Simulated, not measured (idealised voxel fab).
Proc. module: voxel air gaps
Section shown: cut. Width: 175 nm. Cell size: 5 nm, square.
Bands, listed from the top down, are how a cross-section gets written in this document; the cross-section itself is a grid of square cells, and a band is one or more rows of them.
Top, bottom (nm), then materials left to right with widths (nm); lone material tagged "edge to edge" fills the whole band edge to edge; "empty" = empty space.
Height is counted from the level 0, under which the received wafer is composed throughout of one material. The lowest of the bands is not closed at the bottom but continues downward, in the notation "0 down".
The width entry "30..40" should be interpreted row by row: the top row of cells in the band takes the first number, the bottom row takes the second number, and the change between adjacent rows is uniform throughout.
Reading "everything unchanged" for a step: not a cell of the cross-section changed in it.
The label "Fully sealed voids" introduces a list of the empty spaces, 8 cells or larger, that have no open way up to the top; each entry in it reads width x height at distance, where the distance is taken from the left edge and all three are stated in nm.
Anything after a step's settings on that line? It's the simulator's own note about the step.
overlay nm: where the mask lay relative to plan, measured to the right, on steps with a mask; negatives go left.

## Planned process steps
1 RECEIVE (material Si)
2 CONFORMAL_DEP (material SiO2; thk nm 15)
3 CONFORMAL_DEP (material SiCN; thk nm 5)
4 DIRECTIONAL_DEP (material SiO2; thk nm 30)
5 DIRECTIONAL_DEP (material aC; thk nm 15)
6 PATTERN (tone open; mask id LINES; material resist; width nm 25; pitch nm 50; thk nm 35; overlay nm 0)
7 DIRECTIONAL_ETCH (etch materials aC; depth nm 15)
8 STRIP (etch materials resist)
9 DIRECTIONAL_ETCH (etch materials SiO2; depth nm 30)
10 STRIP (etch materials aC)
11 CONFORMAL_DEP (material TiN; thk nm 5)
12 FILL_DEP (material Cu; thk nm 10)
13 CMP (height nm 50)
14 EPI (material Ru; thk nm 10)
15 SELECTIVE_ETCH (etch materials SiO2; depth nm 40)
16 CONFORMAL_DEP (material SiCN; thk nm 5)

## Step 1 complete: cross-section of the wafer as received
- 0 down: Si edge to edge
- Fully sealed voids: none

## Cross-section, end of module. Start: as above. Plan: as above. Execution: one mistake
- 65 to 60: empty=10, SiCN=155, empty=10
- 60 to 50: empty=10, SiCN=5, Ru=45, SiCN=5, Ru=45, SiCN=5, Ru=45, SiCN=5, empty=10
- 50 to 45: empty=10, SiCN=15, TiN=5, Cu=15, TiN=5, SiCN=25, TiN=5, Cu=15, TiN=5, SiCN=25, TiN=5, Cu=15, TiN=5, SiCN=15, empty=10
- 45 to 25: empty=20, SiCN=5, TiN=5, Cu=15, TiN=5, SiCN=5, empty=15, SiCN=5, TiN=5, Cu=15, TiN=5, SiCN=5, empty=15, SiCN=5, TiN=5, Cu=15, TiN=5, SiCN=5, empty=20
- 25 to 20: empty=20, SiCN=5, TiN=25, SiCN=5, empty=15, SiCN=5, TiN=25, SiCN=5, empty=15, SiCN=5, TiN=25, SiCN=5, empty=20
- 20 to 15: empty=20, SiCN=15, SiO2=5, SiCN=15, empty=15, SiCN=15, SiO2=5, SiCN=15, empty=15, SiCN=15, SiO2=5, SiCN=15, empty=20
- 15 to 10: SiCN=35, SiO2=5, SiCN=45, SiO2=5, SiCN=45, SiO2=5, SiCN=35
- 10 to 5: SiO2 edge to edge
- 5 to 0: SiCN edge to edge
- 0 down: Si edge to edge
- Fully sealed voids: 15 x 30 at 55; 15 x 30 at 105
Plan not followed: a sequencing error occurred in which plan steps 2 and 3 were transposed
